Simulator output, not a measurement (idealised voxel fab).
Name of the process module below: voxel wiring stack
In the cross-section labelled cut, the width is 155 nm and each square cell is 5 nm.
The cross-sections in this document take the form of a grid made of square cells. They are written out as bands, in order from top to bottom. Each band consists of one or more rows of cells.
In this notation a band is specified by the heights of its top and bottom, in that order and in nm, after which its materials appear from left to right, each paired with its width in nm. The word "all across" attached to a single material means that material fills the band from edge to edge; the word "blank" stands for empty space.
Heights are reckoned from 0. Under this level, the received wafer is all of one material. The bottommost band is open-ended downward, for example "0 nm and below".
You'd read "30 to 40" like this: the band's top row of cells is as wide as the first number, its bottom row is as wide as the second, and going down, every row changes width by the same amount as the row before did.
Step marked "remained the same"? Then no cell in the cross-section changed in it.
"Trapped void list" means: voids of 8 cells or more that are shut off from the top with no open way through. Written width x height at distance, distance from the left edge, in nm.
If you see something after the settings on a step's line, that's the simulator's own remark about that step.
overlay nm: right-of-plan distance of the mask on a masked step; negative values mean left-of-plan.
Pairs ahead. Before: cross-section ahead of one process step. After: cross-section once the step is done, shown to the lowest changed band only. Under each pair: that step, with settings. Caution: pairs may come from different runs of this module on the same starting wafer; a pair follows the pair above only where its "Cross-section, before" entry says so.
CROSS-SECTION, BEFORE
170 nm to 155 nm  resist 30 nm / blank 30 nm / resist 30 nm / blank 30 nm / resist 35 nm
155 nm to 135 nm  lowk all across
135 nm to 130 nm  SiCN all across
130 nm to 120 nm  lowk 30 nm / Ru 15 nm / lowk 45 nm / Ru 15 nm / lowk 50 nm
120 nm to 115 nm  SiCN 30 nm / Ru 15 nm / SiCN 45 nm / Ru 15 nm / SiCN 50 nm
115 nm to 100 nm  SiO2 30 nm / TiN 5 nm / Ru 20 nm / TiN 5 nm / SiO2 30 nm / TiN 5 nm / Ru 20 nm / TiN 5 nm / SiO2 35 nm
100 nm to 95 nm  SiO2 30 nm / TiN 5 nm / Ru 5 nm / TiN 20 nm / SiO2 30 nm / TiN 30 nm / SiO2 35 nm
95 nm to 85 nm  SiO2 30 nm / TiN 5 nm / Ru 5 nm / TiN 5 nm / SiO2 110 nm
85 nm to 80 nm  SiCN 30 nm / TiN 15 nm / SiCN 110 nm
80 nm to 75 nm  lowk all across
75 nm to 50 nm  lowk 30 nm / W 30 nm / lowk 30 nm / W 30 nm / lowk 35 nm
50 nm to 45 nm  lowk 30 nm / TiN 30 nm / lowk 30 nm / TiN 30 nm / lowk 35 nm
45 nm to 35 nm  lowk 30 nm / TiN 5 nm / Cu 5 nm / TiN 5 nm / lowk 110 nm
35 nm to 30 nm  SiCN 30 nm / TiN 15 nm / SiCN 110 nm
30 nm to 15 nm  SiO2 30 nm / TiN 5 nm / Ru 20 nm / TiN 5 nm / SiO2 30 nm / TiN 5 nm / Ru 20 nm / TiN 5 nm / SiO2 35 nm
15 nm to 10 nm  SiN 30 nm / TiN 30 nm / SiN 30 nm / TiN 30 nm / SiN 35 nm
10 nm to 0 nm  SiO2 all across
0 nm and below  Si all across
Trapped void list: none
CROSS-SECTION THEREAFTER
170 nm to 155 nm  resist 30 nm / blank 30 nm / resist 30 nm / blank 30 nm / resist 35 nm
155 nm to 135 nm  lowk 30 nm / blank 30 nm / lowk 30 nm / blank 30 nm / lowk 35 nm
Under 135: no change, same as before.
Trapped void list: none
Here is the step that sits between the two cross-sections above: DIRECTIONAL_ETCH,etch materials lowk,depth nm 20
Cross-section, before: it's just the after picture from the pair right above this one.
CROSS-SECTION THEREAFTER
170 nm to 155 nm  resist 30 nm / blank 30 nm / resist 30 nm / blank 30 nm / resist 35 nm
155 nm to 135 nm  lowk 30 nm / blank 30 nm / lowk 30 nm / blank 30 nm / lowk 35 nm
135 nm to 130 nm  SiCN 30 nm / blank 30 nm / SiCN 30 nm / blank 30 nm / SiCN 35 nm
Under 130: no change, same as before.
Trapped void list: none
Here is the step that sits between the two cross-sections above: DIRECTIONAL_ETCH,etch materials SiCN,depth nm 5
Cross-section, before: it's just the after picture from the pair right above this one.
CROSS-SECTION THEREAFTER
155 nm to 135 nm  lowk 30 nm / blank 30 nm / lowk 30 nm / blank 30 nm / lowk 35 nm
Under 135: no change, same as before.
Trapped void list: none
Here is the step that sits between the two cross-sections above: STRIP,etch materials resist
Cross-section, before: it's just the after picture from the pair right above this one.
CROSS-SECTION THEREAFTER
160 nm to 155 nm  TiN 35 nm / blank 20 nm / TiN 40 nm / blank 20 nm / TiN 40 nm
155 nm to 135 nm  lowk 30 nm / TiN 5 nm / blank 20 nm / TiN 5 nm / lowk 30 nm / TiN 5 nm / blank 20 nm / TiN 5 nm / lowk 35 nm
135 nm to 130 nm  SiCN 30 nm / TiN 30 nm / SiCN 30 nm / TiN 30 nm / SiCN 35 nm
Under 130: no change, same as before.
Trapped void list: none
Here is the step that sits between the two cross-sections above: CONFORMAL_DEP,material TiN,thk nm 5
Cross-section, before: it's just the after picture from the pair right above this one.
CROSS-SECTION THEREAFTER
165 nm to 160 nm  Cu all across
160 nm to 155 nm  TiN 35 nm / Cu 20 nm / TiN 40 nm / Cu 20 nm / TiN 40 nm
155 nm to 135 nm  lowk 30 nm / TiN 5 nm / Cu 20 nm / TiN 5 nm / lowk 30 nm / TiN 5 nm / Cu 20 nm / TiN 5 nm / lowk 35 nm
Under 135: no change, same as before.
Trapped void list: none
Here is the step that sits between the two cross-sections above: FILL_DEP,material Cu,thk nm 5
Cross-section, before: it's just the after picture from the pair right above this one.
CROSS-SECTION THEREAFTER
155 nm to 135 nm  lowk 30 nm / TiN 5 nm / Cu 20 nm / TiN 5 nm / lowk 30 nm / TiN 5 nm / Cu 20 nm / TiN 5 nm / lowk 35 nm
Under 135: no change, same as before.
Trapped void list: none
Here is the step that sits between the two cross-sections above: CMP,height nm 155
Cross-section, before: it's just the after picture from the pair right above this one.
CROSS-SECTION THEREAFTER
160 nm to 155 nm  SiCN all across
Under 155: no change, same as before.
Trapped void list: none
Here is the step that sits between the two cross-sections above: CONFORMAL_DEP,material SiCN,thk nm 5
CROSS-SECTION, BEFORE
115 nm to 85 nm  SiO2 30 nm / blank 15 nm / SiO2 110 nm
85 nm to 80 nm  SiCN all across
80 nm to 55 nm  lowk 30 nm / W 30 nm / lowk 30 nm / W 30 nm / lowk 35 nm
55 nm to 50 nm  lowk 30 nm / TiN 30 nm / lowk 30 nm / TiN 30 nm / lowk 35 nm
50 nm to 35 nm  lowk 30 nm / TiN 5 nm / Cu 5 nm / TiN 5 nm / lowk 110 nm
35 nm to 30 nm  SiCN 30 nm / TiN 15 nm / SiCN 110 nm
30 nm to 15 nm  SiO2 30 nm / TiN 5 nm / Ru 20 nm / TiN 5 nm / SiO2 30 nm / TiN 5 nm / Ru 20 nm / TiN 5 nm / SiO2 35 nm
15 nm to 10 nm  SiN 30 nm / TiN 30 nm / SiN 30 nm / TiN 30 nm / SiN 35 nm
10 nm to 0 nm  SiO2 all across
0 nm and below  Si all across
Trapped void list: none
CROSS-SECTION THEREAFTER
115 nm to 95 nm  SiO2 30 nm / blank 35 nm / SiO2 25 nm / blank 35 nm / SiO2 30 nm
Under 95: no change, same as before.
Trapped void list: none
Here is the step that sits between the two cross-sections above: MASKED_ETCH,tone open,mask id METAL_3,width nm 35,pitch nm 60,etch materials SiO2,depth nm 20,overlay nm 0
Cross-section, before: it's just the after picture from the pair right above this one.
CROSS-SECTION THEREAFTER
115 nm to 95 nm  SiO2 30 nm / blank 35 nm / SiO2 25 nm / blank 35 nm / SiO2 30 nm
95 nm to 85 nm  SiO2 30 nm / blank 15 nm / SiO2 110 nm
85 nm to 80 nm  SiCN 30 nm / blank 15 nm / SiCN 110 nm
Under 80: no change, same as before.
Trapped void list: none
Here is the step that sits between the two cross-sections above: MASKED_ETCH,tone open,mask id METAL_3,width nm 30,pitch nm 60,etch materials SiCN,depth nm 5,overlay nm 0
Cross-section, before: it's just the after picture from the pair right above this one.
CROSS-SECTION THEREAFTER
120 nm to 115 nm  TiN 35 nm / blank 25 nm / TiN 35 nm / blank 25 nm / TiN 35 nm
115 nm to 100 nm  SiO2 30 nm / TiN 5 nm / blank 25 nm / TiN 5 nm / SiO2 25 nm / TiN 5 nm / blank 25 nm / TiN 5 nm / SiO2 30 nm
100 nm to 95 nm  SiO2 30 nm / TiN 5 nm / blank 5 nm / TiN 25 nm / SiO2 25 nm / TiN 35 nm / SiO2 30 nm
95 nm to 85 nm  SiO2 30 nm / TiN 5 nm / blank 5 nm / TiN 5 nm / SiO2 110 nm
85 nm to 80 nm  SiCN 30 nm / TiN 15 nm / SiCN 110 nm
Under 80: no change, same as before.
Trapped void list: none
Here is the step that sits between the two cross-sections above: CONFORMAL_DEP,material TiN,thk nm 5
Cross-section, before: it's just the after picture from the pair right above this one.
CROSS-SECTION THEREAFTER
130 nm to 120 nm  Ru all across
120 nm to 115 nm  TiN 35 nm / Ru 25 nm / TiN 35 nm / Ru 25 nm / TiN 35 nm
115 nm to 100 nm  SiO2 30 nm / TiN 5 nm / Ru 25 nm / TiN 5 nm / SiO2 25 nm / TiN 5 nm / Ru 25 nm / TiN 5 nm / SiO2 30 nm
100 nm to 95 nm  SiO2 30 nm / TiN 5 nm / Ru 5 nm / TiN 25 nm / SiO2 25 nm / TiN 35 nm / SiO2 30 nm
95 nm to 85 nm  SiO2 30 nm / TiN 5 nm / Ru 5 nm / TiN 5 nm / SiO2 110 nm
Under 85: no change, same as before.
Trapped void list: none
Here is the step that sits between the two cross-sections above: FILL_DEP,material Ru,thk nm 10
Cross-section, before: it's just the after picture from the pair right above this one.
CROSS-SECTION THEREAFTER
115 nm to 100 nm  SiO2 30 nm / TiN 5 nm / Ru 25 nm / TiN 5 nm / SiO2 25 nm / TiN 5 nm / Ru 25 nm / TiN 5 nm / SiO2 30 nm
Under 100: no change, same as before.
Trapped void list: none
Here is the step that sits between the two cross-sections above: CMP,height nm 115
Cross-section, before: it's just the after picture from the pair right above this one.
CROSS-SECTION THEREAFTER
120 nm to 115 nm  SiCN all across
Under 115: no change, same as before.
Trapped void list: none
Here is the step that sits between the two cross-sections above: CONFORMAL_DEP,material SiCN,thk nm 5
Cross-section, before: it's just the after picture from the pair right above this one.
CROSS-SECTION THEREAFTER
130 nm to 120 nm  lowk all across
Under 120: no change, same as before.
Trapped void list: none
Here is the step that sits between the two cross-sections above: DIRECTIONAL_DEP,material lowk,thk nm 10
Cross-section, before: it's just the after picture from the pair right above this one.
CROSS-SECTION THEREAFTER
145 nm to 130 nm  resist 30 nm / blank 15 nm / resist 45 nm / blank 15 nm / resist 50 nm
Under 130: no change, same as before.
Trapped void list: none
Here is the step that sits between the two cross-sections above: PATTERN,tone open,mask id PLUG_3,material resist,width nm 15,pitch nm 60,thk nm 15,overlay nm 0
Cross-section, before: it's just the after picture from the pair right above this one.
CROSS-SECTION THEREAFTER
145 nm to 130 nm  resist 30 nm / blank 15 nm / resist 45 nm / blank 15 nm / resist 50 nm
130 nm to 120 nm  lowk 30 nm / blank 15 nm / lowk 45 nm / blank 15 nm / lowk 50 nm
Under 120: no change, same as before.
Trapped void list: none
Here is the step that sits between the two cross-sections above: DIRECTIONAL_ETCH,etch materials lowk,depth nm 10
Cross-section, before: it's just the after picture from the pair right above this one.
CROSS-SECTION THEREAFTER
145 nm to 130 nm  resist 30 nm / blank 15 nm / resist 45 nm / blank 15 nm / resist 50 nm
130 nm to 120 nm  lowk 30 nm / blank 15 nm / lowk 45 nm / blank 15 nm / lowk 50 nm
120 nm to 115 nm  SiCN 30 nm / blank 15 nm / SiCN 45 nm / blank 15 nm / SiCN 50 nm
Under 115: no change, same as before.
Trapped void list: none
Here is the step that sits between the two cross-sections above: DIRECTIONAL_ETCH,etch materials SiCN,depth nm 5
Cross-section, before: it's just the after picture from the pair right above this one.
CROSS-SECTION THEREAFTER
130 nm to 120 nm  lowk 30 nm / blank 15 nm / lowk 45 nm / blank 15 nm / lowk 50 nm
Under 120: no change, same as before.
Trapped void list: none
Here is the step that sits between the two cross-sections above: STRIP,etch materials resist
Cross-section, before: it's just the after picture from the pair right above this one.
CROSS-SECTION THEREAFTER
130 nm to 125 nm  lowk 30 nm / blank 15 nm / lowk 45 nm / blank 15 nm / lowk 50 nm
125 nm to 120 nm  lowk 30 nm / Ru 15 nm / lowk 45 nm / Ru 15 nm / lowk 50 nm
120 nm to 115 nm  SiCN 30 nm / Ru 15 nm / SiCN 45 nm / Ru 15 nm / SiCN 50 nm
Under 115: no change, same as before.
Trapped void list: none
Here is the step that sits between the two cross-sections above: EPI,material Ru,thk nm 10
Cross-section, before: it's just the after picture from the pair right above this one.
CROSS-SECTION THEREAFTER
130 nm to 120 nm  lowk 30 nm / Ru 15 nm / lowk 45 nm / Ru 15 nm / lowk 50 nm
Under 120: no change, same as before.
Trapped void list: none
Here is the step that sits between the two cross-sections above: EPI,material Ru,thk nm 5
Cross-section, before: it's just the after picture from the pair right above this one.
CROSS-SECTION THEREAFTER
135 nm to 130 nm  SiCN all across
Under 130: no change, same as before.
Trapped void list: none
Here is the step that sits between the two cross-sections above: CONFORMAL_DEP,material SiCN,thk nm 5
Cross-section, before: it's just the after picture from the pair right above this one.
CROSS-SECTION THEREAFTER
155 nm to 135 nm  lowk all across
Under 135: no change, same as before.
Trapped void list: none
Here is the step that sits between the two cross-sections above: DIRECTIONAL_DEP,material lowk,thk nm 20
Cross-section, before: it's just the after picture from the pair right above this one.
CROSS-SECTION THEREAFTER
170 nm to 155 nm  resist 30 nm / blank 30 nm / resist 30 nm / blank 30 nm / resist 35 nm
Under 155: no change, same as before.
Trapped void list: none
Here is the step that sits between the two cross-sections above: PATTERN,tone open,mask id METAL_4,material resist,width nm 30,pitch nm 60,thk nm 15,overlay nm 0
Cross-section, before: it's just the after picture from the pair right above this one.
CROSS-SECTION THEREAFTER
170 nm to 155 nm  resist 30 nm / blank 30 nm / resist 30 nm / blank 30 nm / resist 35 nm
155 nm to 135 nm  lowk 30 nm / blank 30 nm / lowk 30 nm / blank 30 nm / lowk 35 nm
Under 135: no change, same as before.
Trapped void list: none
Here is the step that sits between the two cross-sections above: DIRECTIONAL_ETCH,etch materials lowk,depth nm 20
Cross-section, before: it's just the after picture from the pair right above this one.
CROSS-SECTION THEREAFTER
170 nm to 155 nm  resist 30 nm / blank 30 nm / resist 30 nm / blank 30 nm / resist 35 nm
155 nm to 135 nm  lowk 30 nm / blank 30 nm / lowk 30 nm / blank 30 nm / lowk 35 nm
135 nm to 130 nm  SiCN 30 nm / blank 30 nm / SiCN 30 nm / blank 30 nm / SiCN 35 nm
Under 130: no change, same as before.
Trapped void list: none
Here is the step that sits between the two cross-sections above: DIRECTIONAL_ETCH,etch materials SiCN,depth nm 5
Cross-section, before: it's just the after picture from the pair right above this one.
CROSS-SECTION THEREAFTER
155 nm to 135 nm  lowk 30 nm / blank 30 nm / lowk 30 nm / blank 30 nm / lowk 35 nm
Under 135: no change, same as before.
Trapped void list: none
Here is the step that sits between the two cross-sections above: STRIP,etch materials resist
Cross-section, before: it's just the after picture from the pair right above this one.
CROSS-SECTION THEREAFTER
160 nm to 155 nm  TiN 35 nm / blank 20 nm / TiN 40 nm / blank 20 nm / TiN 40 nm
155 nm to 135 nm  lowk 30 nm / TiN 5 nm / blank 20 nm / TiN 5 nm / lowk 30 nm / TiN 5 nm / blank 20 nm / TiN 5 nm / lowk 35 nm
135 nm to 130 nm  SiCN 30 nm / TiN 30 nm / SiCN 30 nm / TiN 30 nm / SiCN 35 nm
Under 130: no change, same as before.
Trapped void list: none
Here is the step that sits between the two cross-sections above: CONFORMAL_DEP,material TiN,thk nm 5
Cross-section, before: it's just the after picture from the pair right above this one.
CROSS-SECTION THEREAFTER
165 nm to 160 nm  Cu all across
160 nm to 155 nm  TiN 35 nm / Cu 20 nm / TiN 40 nm / Cu 20 nm / TiN 40 nm
155 nm to 135 nm  lowk 30 nm / TiN 5 nm / Cu 20 nm / TiN 5 nm / lowk 30 nm / TiN 5 nm / Cu 20 nm / TiN 5 nm / lowk 35 nm
Under 135: no change, same as before.
Trapped void list: none
Here is the step that sits between the two cross-sections above: FILL_DEP,material Cu,thk nm 5
Cross-section, before: it's just the after picture from the pair right above this one.
CROSS-SECTION THEREAFTER
155 nm to 135 nm  lowk 30 nm / TiN 5 nm / Cu 20 nm / TiN 5 nm / lowk 30 nm / TiN 5 nm / Cu 20 nm / TiN 5 nm / lowk 35 nm
Under 135: no change, same as before.
Trapped void list: none
Here is the step that sits between the two cross-sections above: CMP,height nm 155
Cross-section, before: it's just the after picture from the pair right above this one.
CROSS-SECTION THEREAFTER
160 nm to 155 nm  SiCN all across
Under 155: no change, same as before.
Trapped void list: none
Here is the step that sits between the two cross-sections above: CONFORMAL_DEP,material SiCN,thk nm 5
CROSS-SECTION, BEFORE
155 nm to 135 nm  lowk all across
135 nm to 130 nm  SiCN all across
130 nm to 120 nm  lowk 30 nm / Ru 15 nm / lowk 45 nm / Ru 15 nm / lowk 50 nm
120 nm to 115 nm  SiCN 30 nm / Ru 15 nm / SiCN 45 nm / Ru 15 nm / SiCN 50 nm
115 nm to 100 nm  SiO2 30 nm / TiN 5 nm / Ru 20 nm / TiN 5 nm / SiO2 30 nm / TiN 5 nm / Ru 20 nm / TiN 5 nm / SiO2 35 nm
100 nm to 95 nm  SiO2 30 nm / TiN 5 nm / Ru 5 nm / TiN 20 nm / SiO2 30 nm / TiN 30 nm / SiO2 35 nm
95 nm to 85 nm  SiO2 30 nm / TiN 5 nm / Ru 5 nm / TiN 5 nm / SiO2 110 nm
85 nm to 80 nm  SiCN 30 nm / TiN 15 nm / SiCN 110 nm
80 nm to 55 nm  lowk 30 nm / W 30 nm / lowk 30 nm / W 30 nm / lowk 35 nm
55 nm to 50 nm  lowk 30 nm / TiN 30 nm / lowk 30 nm / TiN 30 nm / lowk 35 nm
50 nm to 35 nm  lowk 30 nm / TiN 5 nm / Cu 5 nm / TiN 5 nm / lowk 110 nm
35 nm to 30 nm  SiCN 30 nm / TiN 15 nm / SiCN 110 nm
30 nm to 15 nm  SiO2 30 nm / TiN 5 nm / Ru 20 nm / TiN 5 nm / SiO2 30 nm / TiN 5 nm / Ru 20 nm / TiN 5 nm / SiO2 35 nm
15 nm to 10 nm  SiN 30 nm / TiN 30 nm / SiN 30 nm / TiN 30 nm / SiN 35 nm
10 nm to 0 nm  SiO2 all across
0 nm and below  Si all across
Trapped void list: none
CROSS-SECTION THEREAFTER
170 nm to 155 nm  resist 20 nm / blank 30 nm / resist 30 nm / blank 30 nm / resist 45 nm
Under 155: no change, same as before.
Trapped void list: none
Here is the step that sits between the two cross-sections above: PATTERN,tone open,mask id METAL_4,material resist,width nm 30,pitch nm 60,thk nm 15,overlay nm -10
Cross-section, before: it's just the after picture from the pair right above this one.
CROSS-SECTION THEREAFTER
170 nm to 155 nm  resist 20 nm / blank 30 nm / resist 30 nm / blank 30 nm / resist 45 nm
155 nm to 135 nm  lowk 20 nm / blank 30 nm / lowk 30 nm / blank 30 nm / lowk 45 nm
Under 135: no change, same as before.
Trapped void list: none
Here is the step that sits between the two cross-sections above: DIRECTIONAL_ETCH,etch materials lowk,depth nm 20
Cross-section, before: it's just the after picture from the pair right above this one.
CROSS-SECTION THEREAFTER
170 nm to 155 nm  resist 20 nm / blank 30 nm / resist 30 nm / blank 30 nm / resist 45 nm
155 nm to 135 nm  lowk 20 nm / blank 30 nm / lowk 30 nm / blank 30 nm / lowk 45 nm
135 nm to 130 nm  SiCN 20 nm / blank 30 nm / SiCN 30 nm / blank 30 nm / SiCN 45 nm
Under 130: no change, same as before.
Trapped void list: none
Here is the step that sits between the two cross-sections above: DIRECTIONAL_ETCH,etch materials SiCN,depth nm 5
Cross-section, before: it's just the after picture from the pair right above this one.
CROSS-SECTION THEREAFTER
155 nm to 135 nm  lowk 20 nm / blank 30 nm / lowk 30 nm / blank 30 nm / lowk 45 nm
Under 135: no change, same as before.
Trapped void list: none
Here is the step that sits between the two cross-sections above: STRIP,etch materials resist
Cross-section, before: it's just the after picture from the pair right above this one.
CROSS-SECTION THEREAFTER
160 nm to 155 nm  TiN 25 nm / blank 20 nm / TiN 40 nm / blank 20 nm / TiN 50 nm
155 nm to 135 nm  lowk 20 nm / TiN 5 nm / blank 20 nm / TiN 5 nm / lowk 30 nm / TiN 5 nm / blank 20 nm / TiN 5 nm / lowk 45 nm
135 nm to 130 nm  SiCN 20 nm / TiN 30 nm / SiCN 30 nm / TiN 30 nm / SiCN 45 nm
Under 130: no change, same as before.
Trapped void list: none
Here is the step that sits between the two cross-sections above: CONFORMAL_DEP,material TiN,thk nm 5
Cross-section, before: it's just the after picture from the pair right above this one.
CROSS-SECTION THEREAFTER
165 nm to 160 nm  Cu all across
160 nm to 155 nm  TiN 25 nm / Cu 20 nm / TiN 40 nm / Cu 20 nm / TiN 50 nm
155 nm to 135 nm  lowk 20 nm / TiN 5 nm / Cu 20 nm / TiN 5 nm / lowk 30 nm / TiN 5 nm / Cu 20 nm / TiN 5 nm / lowk 45 nm
Under 135: no change, same as before.
Trapped void list: none
Here is the step that sits between the two cross-sections above: FILL_DEP,material Cu,thk nm 5
Cross-section, before: it's just the after picture from the pair right above this one.
CROSS-SECTION THEREAFTER
155 nm to 135 nm  lowk 20 nm / TiN 5 nm / Cu 20 nm / TiN 5 nm / lowk 30 nm / TiN 5 nm / Cu 20 nm / TiN 5 nm / lowk 45 nm
Under 135: no change, same as before.
Trapped void list: none
Here is the step that sits between the two cross-sections above: CMP,height nm 155
Cross-section, before: it's just the after picture from the pair right above this one.
CROSS-SECTION THEREAFTER
160 nm to 155 nm  SiCN all across
Under 155: no change, same as before.
Trapped void list: none
Here is the step that sits between the two cross-sections above: CONFORMAL_DEP,material SiCN,thk nm 5
CROSS-SECTION, BEFORE
35 nm to 30 nm  SiCN all across
30 nm to 15 nm  SiO2 30 nm / TiN 5 nm / Ru 20 nm / TiN 5 nm / SiO2 30 nm / TiN 5 nm / Ru 20 nm / TiN 5 nm / SiO2 35 nm
15 nm to 10 nm  SiN 30 nm / TiN 30 nm / SiN 30 nm / TiN 30 nm / SiN 35 nm
10 nm to 0 nm  SiO2 all across
0 nm and below  Si all across
Trapped void list: none
CROSS-SECTION THEREAFTER
50 nm to 35 nm  SiN all across
Under 35: no change, same as before.
Trapped void list: none
Here is the step that sits between the two cross-sections above: DIRECTIONAL_DEP,material SiN,thk nm 15
Cross-section, before: it's just the after picture from the pair right above this one.
CROSS-SECTION THEREAFTER
60 nm to 50 nm  aC all across
Under 50: no change, same as before.
Trapped void list: none
Here is the step that sits between the two cross-sections above: DIRECTIONAL_DEP,material aC,thk nm 10
Cross-section, before: it's just the after picture from the pair right above this one.
CROSS-SECTION THEREAFTER
90 nm to 60 nm  resist 30 nm / blank 15 nm / resist 110 nm
Under 60: no change, same as before.
Trapped void list: none
Here is the step that sits between the two cross-sections above: PATTERN,tone open,mask id PLUG_1,material resist,width nm 15,thk nm 30,overlay nm 0
Cross-section, before: it's just the after picture from the pair right above this one.
CROSS-SECTION THEREAFTER
80 nm to 60 nm  resist 30 nm / blank 15 nm / resist 110 nm
60 nm to 50 nm  aC 30 nm / blank 15 nm / aC 110 nm
Under 50: no change, same as before.
Trapped void list: none
Here is the step that sits between the two cross-sections above: DIRECTIONAL_ETCH,etch materials aC,depth nm 10
Cross-section, before: it's just the after picture from the pair right above this one.
CROSS-SECTION THEREAFTER
60 nm to 50 nm  aC 30 nm / blank 15 nm / aC 110 nm
Under 50: no change, same as before.
Trapped void list: none
Here is the step that sits between the two cross-sections above: STRIP,etch materials resist
Cross-section, before: it's just the after picture from the pair right above this one.
CROSS-SECTION THEREAFTER
50 nm to 35 nm  SiN all across
Under 35: no change, same as before.
Trapped void list: none
Here is the step that sits between the two cross-sections above: STRIP,etch materials aC
Cross-section, before: it's just the after picture from the pair right above this one.
CROSS-SECTION THEREAFTER
55 nm to 50 nm  TiN all across
Under 50: no change, same as before.
Trapped void list: none
Here is the step that sits between the two cross-sections above: CONFORMAL_DEP,material TiN,thk nm 5
Cross-section, before: it's just the after picture from the pair right above this one.
CROSS-SECTION THEREAFTER
60 nm to 55 nm  Cu all across
Under 55: no change, same as before.
Trapped void list: none
Here is the step that sits between the two cross-sections above: FILL_DEP,material Cu,thk nm 5
Cross-section, before: it's just the after picture from the pair right above this one.
CROSS-SECTION THEREAFTER
50 nm to 35 nm  SiN all across
Under 35: no change, same as before.
Trapped void list: none
Here is the step that sits between the two cross-sections above: CMP,height nm 50
Cross-section, before: it's just the after picture from the pair right above this one.
CROSS-SECTION THEREAFTER
55 nm to 50 nm  TiN all across
Under 50: no change, same as before.
Trapped void list: none
Here is the step that sits between the two cross-sections above: DIRECTIONAL_DEP,material TiN,thk nm 5
Cross-section, before: it's just the after picture from the pair right above this one.
CROSS-SECTION THEREAFTER
80 nm to 55 nm  W all across
Under 55: no change, same as before.
Trapped void list: none
Here is the step that sits between the two cross-sections above: DIRECTIONAL_DEP,material W,thk nm 25
Cross-section, before: it's just the after picture from the pair right above this one.
CROSS-SECTION THEREAFTER
100 nm to 80 nm  blank 30 nm / resist 30 nm / blank 30 nm / resist 30 nm / blank 35 nm
Under 80: no change, same as before.
Trapped void list: none
Here is the step that sits between the two cross-sections above: PATTERN,tone cover,mask id METAL_2,material resist,width nm 30,pitch nm 60,thk nm 20,overlay nm 0
Cross-section, before: it's just the after picture from the pair right above this one.
CROSS-SECTION THEREAFTER
100 nm to 80 nm  blank 30 nm / resist 30 nm / blank 30 nm / resist 30 nm / blank 35 nm
80 nm to 55 nm  blank 30 nm / W 30 nm / blank 30 nm / W 30 nm / blank 35 nm
Under 55: no change, same as before.
Trapped void list: none
Here is the step that sits between the two cross-sections above: DIRECTIONAL_ETCH,etch materials W,depth nm 25
Cross-section, before: it's just the after picture from the pair right above this one.
CROSS-SECTION THEREAFTER
100 nm to 80 nm  blank 30 nm / resist 30 nm / blank 30 nm / resist 30 nm / blank 35 nm
80 nm to 55 nm  blank 30 nm / W 30 nm / blank 30 nm / W 30 nm / blank 35 nm
55 nm to 50 nm  blank 30 nm / TiN 30 nm / blank 30 nm / TiN 30 nm / blank 35 nm
Under 50: no change, same as before.
Trapped void list: none
Here is the step that sits between the two cross-sections above: DIRECTIONAL_ETCH,etch materials TiN,depth nm 5
Cross-section, before: it's just the after picture from the pair right above this one.
CROSS-SECTION THEREAFTER
80 nm to 55 nm  blank 30 nm / W 30 nm / blank 30 nm / W 30 nm / blank 35 nm
Under 55: no change, same as before.
Trapped void list: none
Here is the step that sits between the two cross-sections above: STRIP,etch materials resist
Cross-section, before: it's just the after picture from the pair right above this one.
CROSS-SECTION THEREAFTER
90 nm to 80 nm  lowk all across
80 nm to 55 nm  lowk 30 nm / W 30 nm / lowk 30 nm / W 30 nm / lowk 35 nm
55 nm to 50 nm  lowk 30 nm / TiN 30 nm / lowk 30 nm / TiN 30 nm / lowk 35 nm
Under 50: no change, same as before.
Trapped void list: none
Here is the step that sits between the two cross-sections above: FILL_DEP,material lowk,thk nm 10
Cross-section, before: it's just the after picture from the pair right above this one.
CROSS-SECTION THEREAFTER
80 nm to 55 nm  lowk 30 nm / W 30 nm / lowk 30 nm / W 30 nm / lowk 35 nm
Under 55: no change, same as before.
Trapped void list: none
Here is the step that sits between the two cross-sections above: CMP,height nm 80
Cross-section, before: it's just the after picture from the pair right above this one.
CROSS-SECTION THEREAFTER
85 nm to 80 nm  SiCN all across
Under 80: no change, same as before.
Trapped void list: none
Here is the step that sits between the two cross-sections above: CONFORMAL_DEP,material SiCN,thk nm 5
Cross-section, before: it's just the after picture from the pair right above this one.
CROSS-SECTION THEREAFTER
115 nm to 85 nm  SiO2 all across
Under 85: no change, same as before.
Trapped void list: none
Here is the step that sits between the two cross-sections above: DIRECTIONAL_DEP,material SiO2,thk nm 30
Cross-section, before: it's just the after picture from the pair right above this one.
CROSS-SECTION THEREAFTER
115 nm to 85 nm  SiO2 30 nm / blank 15 nm / SiO2 110 nm
Under 85: no change, same as before.
Trapped void list: none
Here is the step that sits between the two cross-sections above: MASKED_ETCH,tone open,mask id METAL_3_HOLES,width nm 15,etch materials SiO2,depth nm 30,overlay nm 0
Cross-section, before: it's just the after picture from the pair right above this one.
CROSS-SECTION THEREAFTER
115 nm to 95 nm  SiO2 30 nm / blank 30 nm / SiO2 30 nm / blank 30 nm / SiO2 35 nm
Under 95: no change, same as before.
Trapped void list: none
Here is the step that sits between the two cross-sections above: MASKED_ETCH,tone open,mask id METAL_3,width nm 30,pitch nm 60,etch materials SiO2,depth nm 20,overlay nm 0
Cross-section, before: it's just the after picture from the pair right above this one.
CROSS-SECTION THEREAFTER
115 nm to 95 nm  SiO2 30 nm / blank 30 nm / SiO2 30 nm / blank 30 nm / SiO2 35 nm
95 nm to 85 nm  SiO2 30 nm / blank 15 nm / SiO2 110 nm
85 nm to 80 nm  SiCN 30 nm / blank 15 nm / SiCN 110 nm
Under 80: no change, same as before.
Trapped void list: none
Here is the step that sits between the two cross-sections above: MASKED_ETCH,tone open,mask id METAL_3,width nm 30,pitch nm 60,etch materials SiCN,depth nm 5,overlay nm 0
Cross-section, before: it's just the after picture from the pair right above this one.
CROSS-SECTION THEREAFTER
120 nm to 115 nm  TiN 35 nm / blank 20 nm / TiN 40 nm / blank 20 nm / TiN 40 nm
115 nm to 100 nm  SiO2 30 nm / TiN 5 nm / blank 20 nm / TiN 5 nm / SiO2 30 nm / TiN 5 nm / blank 20 nm / TiN 5 nm / SiO2 35 nm
100 nm to 95 nm  SiO2 30 nm / TiN 5 nm / blank 5 nm / TiN 20 nm / SiO2 30 nm / TiN 30 nm / SiO2 35 nm
95 nm to 85 nm  SiO2 30 nm / TiN 5 nm / blank 5 nm / TiN 5 nm / SiO2 110 nm
85 nm to 80 nm  SiCN 30 nm / TiN 15 nm / SiCN 110 nm
Under 80: no change, same as before.
Trapped void list: none
Here is the step that sits between the two cross-sections above: CONFORMAL_DEP,material TiN,thk nm 5
